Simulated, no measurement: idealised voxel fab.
The process module that follows is named voxel self aligned contacts.
cross-section cut | 170 nm wide | cells 5 nm
Cross-section = grid of square cells, listed top down in bands; band = one or more rows. Within each band entry, the heights of the top and of the bottom of the band appear first, in that order and in nm; the materials of the band then follow from left to right, each with its corresponding width in nm. The designation "throughout" on a single material indicates that it fills the band from edge to edge; the designation "empty" indicates empty space. All heights in this document are referenced to 0, defined as the level beneath which the wafer, as received, consists entirely of one material. The lowest band is not bounded below; it extends indefinitely downward and is written in the form "z 0 and below". The notation "30..40" denotes a width that varies across the rows of cells in the band, beginning at the first number in the top row, finishing at the second number in the bottom row, and changing by an identical amount from each row to the next. Where the words "no alteration" appear for a step, the cross-section shows no cell changed by that step; every cell remained as before. So "Sealed void inventory" is basically the list of trapped voids: any empty space of 8 cells or more that can't reach the top through an opening. They're written width x height at distance, the distance being from the left edge, and it's all nm. Formally, on a step line, whatever follows the settings is a remark that the simulator itself makes on the step. "overlay nm", when on a step's line for a step with a mask, measures how far to the right of its planned place the mask lay; a negative measure means to the left.
# The steps planned for the process are as follows
1) RECEIVE [material Si]
2) CONFORMAL_DEP [material SiO2] [thk nm 5]
3) DIRECTIONAL_DEP [material polySi] [thk nm 30]
4) DIRECTIONAL_DEP [material SiN] [thk nm 15]
5) DIRECTIONAL_DEP [material aC] [thk nm 10]
6) PATTERN [tone cover] [mask id GATE] [material resist] [width nm 25] [pitch nm 55] [thk nm 30] [overlay nm 0]
7) DIRECTIONAL_ETCH [etch materials aC] [depth nm 10]
8) STRIP [etch materials resist]
9) DIRECTIONAL_ETCH [etch materials SiN] [depth nm 15]
10) DIRECTIONAL_ETCH [etch materials polySi] [depth nm 30]
11) STRIP [etch materials aC]
12) CONFORMAL_DEP [material SiN] [thk nm 5]
13) DIRECTIONAL_ETCH [etch materials SiN] [depth nm 5]
14) FILL_DEP [material SiO2] [thk nm 20]
15) CMP [height nm 60]
16) MASKED_ETCH [tone open] [mask id CONTACT] [width nm 40] [pitch nm 55] [etch materials SiO2] [depth nm 60] [overlay nm 0]
17) CONFORMAL_DEP [material TiN] [thk nm 5]
18) FILL_DEP [material W] [thk nm 10]
19) CMP [height nm 60]
20) CONFORMAL_DEP [material SiCN] [thk nm 5]
# As received (post step 1): cross-section
* z 0 and below  Si throughout
* Sealed void inventory: none
# Cross-section taken at module completion on the first of two wafers; processed per the plan
* z 65 to 60  SiCN throughout
* z 60 to 50  SiO2=35, then TiN=5..15, then W=30..10, then TiN=5..15, then SiO2=15, then TiN=5..15, then W=30..10, then TiN=5..15, then SiO2=40
* z 50 to 35  SiO2=10, then SiN=35, then TiN=5, then W=10, then TiN=5, then SiN=35, then TiN=5, then W=10, then TiN=5, then SiN=35, then SiO2=15
* z 35 to 5  SiO2=10, then SiN=5, then polySi=25, then SiN=5, then TiN=5, then W=10, then TiN=5, then SiN=5, then polySi=25, then SiN=5, then TiN=5, then W=10, then TiN=5, then SiN=5, then polySi=25, then SiN=5, then SiO2=15
* z 5 to 0  SiO2=45, then TiN=20, then SiO2=35, then TiN=20, then SiO2=50
* z 0 and below  Si throughout
* Sealed void inventory: none
# Cross-section at end of module for the second wafer of two, which matched the first in starting point and plan and differed by one mistake in its processing
* z 65 to 60  SiCN throughout
* z 60 to 40  SiO2=10, then SiN=5, then polySi=25, then SiN=5, then TiN=5, then W=10, then TiN=5, then SiN=5, then polySi=25, then SiN=5, then TiN=5, then W=10, then TiN=5, then SiN=5, then polySi=25, then SiN=5, then SiO2=15
* z 40 to 35  SiO2=10, then SiN=5, then polySi=25, then SiN=5, then TiN=20, then SiN=5, then polySi=25, then SiN=5, then TiN=20, then SiN=5, then polySi=25, then SiN=5, then SiO2=15
* z 35 to 5  polySi throughout
* z 5 to 0  SiO2 throughout
* z 0 and below  Si throughout
* Sealed void inventory: none
Plan not followed: step 3 of the plan was twice carried out
Looking at both finished wafers in cells, the second ends up ahead of or behind the first on some materials: 69 fewer of SiN | 48 fewer of SiO2 | 36 fewer of TiN | 36 fewer of W | 189 more of polySi
